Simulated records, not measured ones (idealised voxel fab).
Proc. module: voxel capacitor over wiring
The cross-section on display is named cut; it measures 230 nm wide, and its cells are 5 nm squares.
In what follows, cross-sections appear as grids of square cells, described through bands that run from the top down, where every band is one or more rows of cells. Basically the band line says how high the top is and how high the bottom is, in nm, and then what's in it from left to right, every material with its width in nm. Empty space shows up as "air", and if a single material carries "throughout" it runs the full band edge to edge. Height is counted from the level 0, under which the received wafer is composed throughout of one material. The lowest of the bands is not closed at the bottom but continues downward, in the notation "0 nm and below". A width such as "30 to 40" changes by the same amount from each row of cells to the next, from the band's top row to its bottom row. Where a step carries "no modification", the cross-section came out of it unchanged, cell for cell. "Voids, fully enclosed": empty spaces of 8 cells or more with no open way to the top, each given as width x height at distance, distance from the left edge, all in nm. Step line, after settings: the simulator's comment on this step. A step's line can hold "overlay nm"; with a mask on that step, the setting says how far right of the planned place the mask lay, while a negative setting says it lay to the left.

Steps in the process plan:
1: RECEIVE (material Si)
2: CONFORMAL_DEP (material SiO2; thk nm 15)
3: DIRECTIONAL_DEP (material TiN; thk nm 5)
4: DIRECTIONAL_DEP (material Ru; thk nm 20)
5: PATTERN (tone cover; mask id METAL_1; material resist; width nm 30; pitch nm 80; thk nm 20; overlay nm 0)
6: DIRECTIONAL_ETCH (etch materials Ru; depth nm 20)
7: DIRECTIONAL_ETCH (etch materials TiN; depth nm 5)
8: STRIP (etch materials resist)
9: CONFORMAL_DEP (material SiN; thk nm 5)
10: FILL_DEP (material lowk; thk nm 10)
11: CMP (height nm 40)
12: CONFORMAL_DEP (material SiCN; thk nm 5)
13: DIRECTIONAL_DEP (material lowk; thk nm 15)
14: MASKED_ETCH (tone open; mask id PLUG_1; width nm 15; etch materials lowk; depth nm 15; overlay nm 0)
15: MASKED_ETCH (tone open; mask id PLUG_1; width nm 15; etch materials SiCN; depth nm 5; overlay nm 0)
16: CONFORMAL_DEP (material TiN; thk nm 5)
17: FILL_DEP (material W; thk nm 5)
18: CMP (height nm 60)
19: DIRECTIONAL_DEP (material TiN; thk nm 5)
20: DIRECTIONAL_DEP (material HfO2; thk nm 5)
21: DIRECTIONAL_DEP (material TiN; thk nm 5)
22: PATTERN (tone cover; mask id UPPER_PLATE; material resist; width nm 55; thk nm 20; overlay nm 0)
23: DIRECTIONAL_ETCH (etch materials TiN; depth nm 5)
24: DIRECTIONAL_ETCH (etch materials HfO2; depth nm 5)
25: STRIP (etch materials resist)
26: DIRECTIONAL_DEP (material aC; thk nm 15)
27: PATTERN (tone cover; mask id LOWER_PLATE; material resist; width nm 65; thk nm 30; overlay nm 0)
28: DIRECTIONAL_ETCH (etch materials aC; depth nm 15)
29: STRIP (etch materials resist)
30: DIRECTIONAL_ETCH (etch materials TiN; depth nm 5)
31: STRIP (etch materials aC)
32: FILL_DEP (material SiO2; thk nm 15)
33: CMP (height nm 85)
34: DIRECTIONAL_DEP (material aC; thk nm 10)
35: PATTERN (tone open; mask id PLUG_2; material resist; width nm 15; thk nm 30; overlay nm 0)
36: DIRECTIONAL_ETCH (etch materials aC; depth nm 10)
37: STRIP (etch materials resist)
38: DIRECTIONAL_ETCH (etch materials SiO2; depth nm 10)
39: STRIP (etch materials aC)
40: CONFORMAL_DEP (material TiN; thk nm 5)
41: FILL_DEP (material W; thk nm 10)
42: CMP (height nm 85)
43: CONFORMAL_DEP (material SiCN; thk nm 5)

So, the first of our two wafers, run just as we planned it:

As-received wafer cross-section (after step 1):
0 nm and below: Si throughout
Voids, fully enclosed: none

Upon completion of step 2, the wafer appears in cross-section as shown:
15 nm to 0 nm: SiO2 throughout
Below 0 it's all the same as before, nothing changed down there.

Upon completion of step 3, the wafer appears in cross-section as shown:
20 nm to 15 nm: TiN throughout
Below 15 it's all the same as before, nothing changed down there.

Upon completion of step 4, the wafer appears in cross-section as shown:
40 nm to 20 nm: Ru throughout
Below 20 it's all the same as before, nothing changed down there.

Upon completion of step 5, the wafer appears in cross-section as shown:
60 nm to 40 nm: air=60, resist=30, air=50, resist=30, air=60
Below 40 it's all the same as before, nothing changed down there.

Upon completion of step 6, the wafer appears in cross-section as shown:
60 nm to 40 nm: air=60, resist=30, air=50, resist=30, air=60
40 nm to 20 nm: air=60, Ru=30, air=50, Ru=30, air=60
Below 20 it's all the same as before, nothing changed down there.

Upon completion of step 7, the wafer appears in cross-section as shown:
60 nm to 40 nm: air=60, resist=30, air=50, resist=30, air=60
40 nm to 20 nm: air=60, Ru=30, air=50, Ru=30, air=60
20 nm to 15 nm: air=60, TiN=30, air=50, TiN=30, air=60
Below 15 it's all the same as before, nothing changed down there.

Upon completion of step 8, the wafer appears in cross-section as shown:
40 nm to 20 nm: air=60, Ru=30, air=50, Ru=30, air=60
Below 20 it's all the same as before, nothing changed down there.

Upon completion of step 9, the wafer appears in cross-section as shown:
45 nm to 40 nm: air=55, SiN=40, air=40, SiN=40, air=55
40 nm to 20 nm: air=55, SiN=5, Ru=30, SiN=5, air=40, SiN=5, Ru=30, SiN=5, air=55
20 nm to 15 nm: SiN=60, TiN=30, SiN=50, TiN=30, SiN=60
Below 15 it's all the same as before, nothing changed down there.

Upon completion of step 10, the wafer appears in cross-section as shown:
55 nm to 45 nm: lowk throughout
45 nm to 40 nm: lowk=55, SiN=40, lowk=40, SiN=40, lowk=55
40 nm to 20 nm: lowk=55, SiN=5, Ru=30, SiN=5, lowk=40, SiN=5, Ru=30, SiN=5, lowk=55
Below 20 it's all the same as before, nothing changed down there.

Upon completion of step 11, the wafer appears in cross-section as shown:
40 nm to 20 nm: lowk=55, SiN=5, Ru=30, SiN=5, lowk=40, SiN=5, Ru=30, SiN=5, lowk=55
Below 20 it's all the same as before, nothing changed down there.

Upon completion of step 12, the wafer appears in cross-section as shown:
45 nm to 40 nm: SiCN throughout
Below 40 it's all the same as before, nothing changed down there.

Upon completion of step 13, the wafer appears in cross-section as shown:
60 nm to 45 nm: lowk throughout
Below 45 it's all the same as before, nothing changed down there.

Upon completion of step 14, the wafer appears in cross-section as shown:
60 nm to 45 nm: lowk=75, air=15, lowk=140
Below 45 it's all the same as before, nothing changed down there.

Upon completion of step 15, the wafer appears in cross-section as shown:
60 nm to 45 nm: lowk=75, air=15, lowk=140
45 nm to 40 nm: SiCN=75, air=15, SiCN=140
Below 40 it's all the same as before, nothing changed down there.

Upon completion of step 16, the wafer appears in cross-section as shown:
65 nm to 60 nm: TiN=80, air=5, TiN=145
60 nm to 45 nm: lowk=75, TiN=5, air=5, TiN=5, lowk=140
45 nm to 40 nm: SiCN=75, TiN=15, SiCN=140
Below 40 it's all the same as before, nothing changed down there.

Upon completion of step 17, the wafer appears in cross-section as shown:
70 nm to 65 nm: W throughout
65 nm to 60 nm: TiN=80, W=5, TiN=145
60 nm to 45 nm: lowk=75, TiN=5, W=5, TiN=5, lowk=140
Below 45 it's all the same as before, nothing changed down there.

Upon completion of step 18, the wafer appears in cross-section as shown:
60 nm to 45 nm: lowk=75, TiN=5, W=5, TiN=5, lowk=140
Below 45 it's all the same as before, nothing changed down there.

Upon completion of step 19, the wafer appears in cross-section as shown:
65 nm to 60 nm: TiN throughout
Below 60 it's all the same as before, nothing changed down there.

Upon completion of step 20, the wafer appears in cross-section as shown:
70 nm to 65 nm: HfO2 throughout
Below 65 it's all the same as before, nothing changed down there.

Upon completion of step 21, the wafer appears in cross-section as shown:
75 nm to 70 nm: TiN throughout
Below 70 it's all the same as before, nothing changed down there.

Upon completion of step 22, the wafer appears in cross-section as shown:
95 nm to 75 nm: air=75, resist=55, air=100
Below 75 it's all the same as before, nothing changed down there.

Upon completion of step 23, the wafer appears in cross-section as shown:
95 nm to 75 nm: air=75, resist=55, air=100
75 nm to 70 nm: air=75, TiN=55, air=100
Below 70 it's all the same as before, nothing changed down there.

Upon completion of step 24, the wafer appears in cross-section as shown:
95 nm to 75 nm: air=75, resist=55, air=100
75 nm to 70 nm: air=75, TiN=55, air=100
70 nm to 65 nm: air=75, HfO2=55, air=100
Below 65 it's all the same as before, nothing changed down there.

Upon completion of step 25, the wafer appears in cross-section as shown:
75 nm to 70 nm: air=75, TiN=55, air=100
Below 70 it's all the same as before, nothing changed down there.

Upon completion of step 26, the wafer appears in cross-section as shown:
90 nm to 80 nm: air=75, aC=55, air=100
80 nm to 75 nm: aC throughout
75 nm to 70 nm: aC=75, TiN=55, aC=100
70 nm to 65 nm: aC=75, HfO2=55, aC=100
Below 65 it's all the same as before, nothing changed down there.

Upon completion of step 27, the wafer appears in cross-section as shown:
120 nm to 90 nm: air=70, resist=65, air=95
90 nm to 80 nm: air=70, resist=5, aC=55, resist=5, air=95
Below 80 it's all the same as before, nothing changed down there.

Upon completion of step 28, the wafer appears in cross-section as shown:
105 nm to 90 nm: air=70, resist=65, air=95
90 nm to 80 nm: air=70, resist=5, aC=55, resist=5, air=95
80 nm to 75 nm: air=70, aC=65, air=95
75 nm to 70 nm: air=70, aC=5, TiN=55, aC=5, air=95
70 nm to 65 nm: air=70, aC=5, HfO2=55, aC=5, air=95
Below 65 it's all the same as before, nothing changed down there.

Upon completion of step 29, the wafer appears in cross-section as shown:
90 nm to 80 nm: air=75, aC=55, air=100
Below 80 it's all the same as before, nothing changed down there.

Upon completion of step 30, the wafer appears in cross-section as shown:
90 nm to 80 nm: air=75, aC=55, air=100
80 nm to 75 nm: air=70, aC=65, air=95
75 nm to 70 nm: air=70, aC=5, TiN=55, aC=5, air=95
70 nm to 65 nm: air=70, aC=5, HfO2=55, aC=5, air=95
65 nm to 60 nm: air=70, TiN=65, air=95
Below 60 it's all the same as before, nothing changed down there.

Upon completion of step 31, the wafer appears in cross-section as shown:
75 nm to 70 nm: air=75, TiN=55, air=100
70 nm to 65 nm: air=75, HfO2=55, air=100
Below 65 it's all the same as before, nothing changed down there.

Upon completion of step 32, the wafer appears in cross-section as shown:
90 nm to 75 nm: SiO2 throughout
75 nm to 70 nm: SiO2=75, TiN=55, SiO2=100
70 nm to 65 nm: SiO2=75, HfO2=55, SiO2=100
65 nm to 60 nm: SiO2=70, TiN=65, SiO2=95
Below 60 it's all the same as before, nothing changed down there.

Upon completion of step 33, the wafer appears in cross-section as shown:
85 nm to 75 nm: SiO2 throughout
Below 75 it's all the same as before, nothing changed down there.

Upon completion of step 34, the wafer appears in cross-section as shown:
95 nm to 85 nm: aC throughout
Below 85 it's all the same as before, nothing changed down there.

Upon completion of step 35, the wafer appears in cross-section as shown:
125 nm to 95 nm: resist=85, air=15, resist=130
Below 95 it's all the same as before, nothing changed down there.

Upon completion of step 36, the wafer appears in cross-section as shown:
115 nm to 95 nm: resist=85, air=15, resist=130
95 nm to 85 nm: aC=85, air=15, aC=130
Below 85 it's all the same as before, nothing changed down there.

Upon completion of step 37, the wafer appears in cross-section as shown:
95 nm to 85 nm: aC=85, air=15, aC=130
Below 85 it's all the same as before, nothing changed down there.

Upon completion of step 38, the wafer appears in cross-section as shown:
95 nm to 85 nm: aC=85, air=15, aC=130
85 nm to 75 nm: SiO2=85, air=15, SiO2=130
Below 75 it's all the same as before, nothing changed down there.

Upon completion of step 39, the wafer appears in cross-section as shown:
85 nm to 75 nm: SiO2=85, air=15, SiO2=130
Below 75 it's all the same as before, nothing changed down there.

Upon completion of step 40, the wafer appears in cross-section as shown:
90 nm to 85 nm: TiN=90, air=5, TiN=135
85 nm to 80 nm: SiO2=85, TiN=5, air=5, TiN=5, SiO2=130
80 nm to 70 nm: SiO2=85 to 75, TiN=15 to 55, SiO2=130 to 100
Below 70 it's all the same as before, nothing changed down there.

Upon completion of step 41, the wafer appears in cross-section as shown:
100 nm to 90 nm: W throughout
90 nm to 85 nm: TiN=90, W=5, TiN=135
85 nm to 80 nm: SiO2=85, TiN=5, W=5, TiN=5, SiO2=130
Below 80 it's all the same as before, nothing changed down there.

Upon completion of step 42, the wafer appears in cross-section as shown:
85 nm to 80 nm: SiO2=85, TiN=5, W=5, TiN=5, SiO2=130
Below 80 it's all the same as before, nothing changed down there.

Upon completion of step 43, the wafer appears in cross-section as shown:
90 nm to 85 nm: SiCN throughout
Below 85 it's all the same as before, nothing changed down there.

For the second wafer, take the first wafer's start and plan, then add one mistake made in running it; everything through step 1, that step included, is shared with the first:

Second wafer at the planned finish of step 2, seen in cross-section:
20 nm to 0 nm: SiO2 throughout
Below 0 it's all the same as before, nothing changed down there.

Second wafer at the planned finish of step 3, seen in cross-section:
25 nm to 20 nm: TiN throughout
Below 20 it's all the same as before, nothing changed down there.

Second wafer at the planned finish of step 4, seen in cross-section:
45 nm to 25 nm: Ru throughout
Below 25 it's all the same as before, nothing changed down there.

Second wafer at the planned finish of step 5, seen in cross-section:
65 nm to 45 nm: air=60, resist=30, air=50, resist=30, air=60
Below 45 it's all the same as before, nothing changed down there.

Second wafer at the planned finish of step 6, seen in cross-section:
65 nm to 45 nm: air=60, resist=30, air=50, resist=30, air=60
45 nm to 25 nm: air=60, Ru=30, air=50, Ru=30, air=60
Below 25 it's all the same as before, nothing changed down there.

Second wafer at the planned finish of step 7, seen in cross-section:
65 nm to 45 nm: air=60, resist=30, air=50, resist=30, air=60
45 nm to 25 nm: air=60, Ru=30, air=50, Ru=30, air=60
25 nm to 20 nm: air=60, TiN=30, air=50, TiN=30, air=60
Below 20 it's all the same as before, nothing changed down there.

Second wafer at the planned finish of step 8, seen in cross-section:
45 nm to 25 nm: air=60, Ru=30, air=50, Ru=30, air=60
Below 25 it's all the same as before, nothing changed down there.

Second wafer at the planned finish of step 9, seen in cross-section:
50 nm to 45 nm: air=55, SiN=40, air=40, SiN=40, air=55
45 nm to 25 nm: air=55, SiN=5, Ru=30, SiN=5, air=40, SiN=5, Ru=30, SiN=5, air=55
25 nm to 20 nm: SiN=60, TiN=30, SiN=50, TiN=30, SiN=60
Below 20 it's all the same as before, nothing changed down there.

Second wafer at the planned finish of step 10, seen in cross-section:
60 nm to 50 nm: lowk throughout
50 nm to 45 nm: lowk=55, SiN=40, lowk=40, SiN=40, lowk=55
45 nm to 25 nm: lowk=55, SiN=5, Ru=30, SiN=5, lowk=40, SiN=5, Ru=30, SiN=5, lowk=55
Below 25 it's all the same as before, nothing changed down there.

Second wafer at the planned finish of step 11, seen in cross-section:
40 nm to 25 nm: lowk=55, SiN=5, Ru=30, SiN=5, lowk=40, SiN=5, Ru=30, SiN=5, lowk=55
Below 25 it's all the same as before, nothing changed down there.

Second wafer at the planned finish of step 12, seen in cross-section:
45 nm to 40 nm: SiCN throughout
Below 40 it's all the same as before, nothing changed down there.

Second wafer at the planned finish of step 13, seen in cross-section:
60 nm to 45 nm: lowk throughout
Below 45 it's all the same as before, nothing changed down there.

Second wafer at the planned finish of step 14, seen in cross-section:
60 nm to 45 nm: lowk=75, air=15, lowk=140
Below 45 it's all the same as before, nothing changed down there.

Second wafer at the planned finish of step 15, seen in cross-section:
60 nm to 45 nm: lowk=75, air=15, lowk=140
45 nm to 40 nm: SiCN=75, air=15, SiCN=140
Below 40 it's all the same as before, nothing changed down there.

Second wafer at the planned finish of step 16, seen in cross-section:
65 nm to 60 nm: TiN=80, air=5, TiN=145
60 nm to 45 nm: lowk=75, TiN=5, air=5, TiN=5, lowk=140
45 nm to 40 nm: SiCN=75, TiN=15, SiCN=140
Below 40 it's all the same as before, nothing changed down there.

Second wafer at the planned finish of step 17, seen in cross-section:
70 nm to 65 nm: W throughout
65 nm to 60 nm: TiN=80, W=5, TiN=145
60 nm to 45 nm: lowk=75, TiN=5, W=5, TiN=5, lowk=140
Below 45 it's all the same as before, nothing changed down there.

Second wafer at the planned finish of step 18, seen in cross-section:
60 nm to 45 nm: lowk=75, TiN=5, W=5, TiN=5, lowk=140
Below 45 it's all the same as before, nothing changed down there.

Second wafer at the planned finish of step 19, seen in cross-section:
65 nm to 60 nm: TiN throughout
Below 60 it's all the same as before, nothing changed down there.

Second wafer at the planned finish of step 20, seen in cross-section:
70 nm to 65 nm: HfO2 throughout
Below 65 it's all the same as before, nothing changed down there.

Second wafer at the planned finish of step 21, seen in cross-section:
75 nm to 70 nm: TiN throughout
Below 70 it's all the same as before, nothing changed down there.

Second wafer at the planned finish of step 22, seen in cross-section:
95 nm to 75 nm: air=75, resist=55, air=100
Below 75 it's all the same as before, nothing changed down there.

Second wafer at the planned finish of step 23, seen in cross-section:
95 nm to 75 nm: air=75, resist=55, air=100
75 nm to 70 nm: air=75, TiN=55, air=100
Below 70 it's all the same as before, nothing changed down there.

Second wafer at the planned finish of step 24, seen in cross-section:
95 nm to 75 nm: air=75, resist=55, air=100
75 nm to 70 nm: air=75, TiN=55, air=100
70 nm to 65 nm: air=75, HfO2=55, air=100
Below 65 it's all the same as before, nothing changed down there.

Second wafer at the planned finish of step 25, seen in cross-section:
75 nm to 70 nm: air=75, TiN=55, air=100
Below 70 it's all the same as before, nothing changed down there.

Second wafer at the planned finish of step 26, seen in cross-section:
90 nm to 80 nm: air=75, aC=55, air=100
80 nm to 75 nm: aC throughout
75 nm to 70 nm: aC=75, TiN=55, aC=100
70 nm to 65 nm: aC=75, HfO2=55, aC=100
Below 65 it's all the same as before, nothing changed down there.

Second wafer at the planned finish of step 27, seen in cross-section:
120 nm to 90 nm: air=70, resist=65, air=95
90 nm to 80 nm: air=70, resist=5, aC=55, resist=5, air=95
Below 80 it's all the same as before, nothing changed down there.

Second wafer at the planned finish of step 28, seen in cross-section:
105 nm to 90 nm: air=70, resist=65, air=95
90 nm to 80 nm: air=70, resist=5, aC=55, resist=5, air=95
80 nm to 75 nm: air=70, aC=65, air=95
75 nm to 70 nm: air=70, aC=5, TiN=55, aC=5, air=95
70 nm to 65 nm: air=70, aC=5, HfO2=55, aC=5, air=95
Below 65 it's all the same as before, nothing changed down there.

Second wafer at the planned finish of step 29, seen in cross-section:
90 nm to 80 nm: air=75, aC=55, air=100
Below 80 it's all the same as before, nothing changed down there.

Second wafer at the planned finish of step 30, seen in cross-section:
90 nm to 80 nm: air=75, aC=55, air=100
80 nm to 75 nm: air=70, aC=65, air=95
75 nm to 70 nm: air=70, aC=5, TiN=55, aC=5, air=95
70 nm to 65 nm: air=70, aC=5, HfO2=55, aC=5, air=95
65 nm to 60 nm: air=70, TiN=65, air=95
Below 60 it's all the same as before, nothing changed down there.

Second wafer at the planned finish of step 31, seen in cross-section:
75 nm to 70 nm: air=75, TiN=55, air=100
70 nm to 65 nm: air=75, HfO2=55, air=100
Below 65 it's all the same as before, nothing changed down there.

Second wafer at the planned finish of step 32, seen in cross-section:
90 nm to 75 nm: SiO2 throughout
75 nm to 70 nm: SiO2=75, TiN=55, SiO2=100
70 nm to 65 nm: SiO2=75, HfO2=55, SiO2=100
65 nm to 60 nm: SiO2=70, TiN=65, SiO2=95
Below 60 it's all the same as before, nothing changed down there.

Second wafer at the planned finish of step 33, seen in cross-section:
85 nm to 75 nm: SiO2 throughout
Below 75 it's all the same as before, nothing changed down there.

Second wafer at the planned finish of step 34, seen in cross-section:
95 nm to 85 nm: aC throughout
Below 85 it's all the same as before, nothing changed down there.

Second wafer at the planned finish of step 35, seen in cross-section:
125 nm to 95 nm: resist=85, air=15, resist=130
Below 95 it's all the same as before, nothing changed down there.

Second wafer at the planned finish of step 36, seen in cross-section:
115 nm to 95 nm: resist=85, air=15, resist=130
95 nm to 85 nm: aC=85, air=15, aC=130
Below 85 it's all the same as before, nothing changed down there.

Second wafer at the planned finish of step 37, seen in cross-section:
95 nm to 85 nm: aC=85, air=15, aC=130
Below 85 it's all the same as before, nothing changed down there.

Second wafer at the planned finish of step 38, seen in cross-section:
95 nm to 85 nm: aC=85, air=15, aC=130
85 nm to 75 nm: SiO2=85, air=15, SiO2=130
Below 75 it's all the same as before, nothing changed down there.

Second wafer at the planned finish of step 39, seen in cross-section:
85 nm to 75 nm: SiO2=85, air=15, SiO2=130
Below 75 it's all the same as before, nothing changed down there.

Second wafer at the planned finish of step 40, seen in cross-section:
90 nm to 85 nm: TiN=90, air=5, TiN=135
85 nm to 80 nm: SiO2=85, TiN=5, air=5, TiN=5, SiO2=130
80 nm to 70 nm: SiO2=85 to 75, TiN=15 to 55, SiO2=130 to 100
Below 70 it's all the same as before, nothing changed down there.

Second wafer at the planned finish of step 41, seen in cross-section:
100 nm to 90 nm: W throughout
90 nm to 85 nm: TiN=90, W=5, TiN=135
85 nm to 80 nm: SiO2=85, TiN=5, W=5, TiN=5, SiO2=130
Below 80 it's all the same as before, nothing changed down there.

Second wafer at the planned finish of step 42, seen in cross-section:
85 nm to 80 nm: SiO2=85, TiN=5, W=5, TiN=5, SiO2=130
Below 80 it's all the same as before, nothing changed down there.

Second wafer at the planned finish of step 43, seen in cross-section:
90 nm to 85 nm: SiCN throughout
Below 85 it's all the same as before, nothing changed down there.
Where did the run depart from the plan? so step 2 ended up running with a different setting than we planned, it ran as CONFORMAL_DEP (material SiO2; thk nm 20)
Wafer comparison, final, in cells, second relative to first, materials more or fewer: -12 Ru, -4 SiN, +46 SiO2, -30 lowk
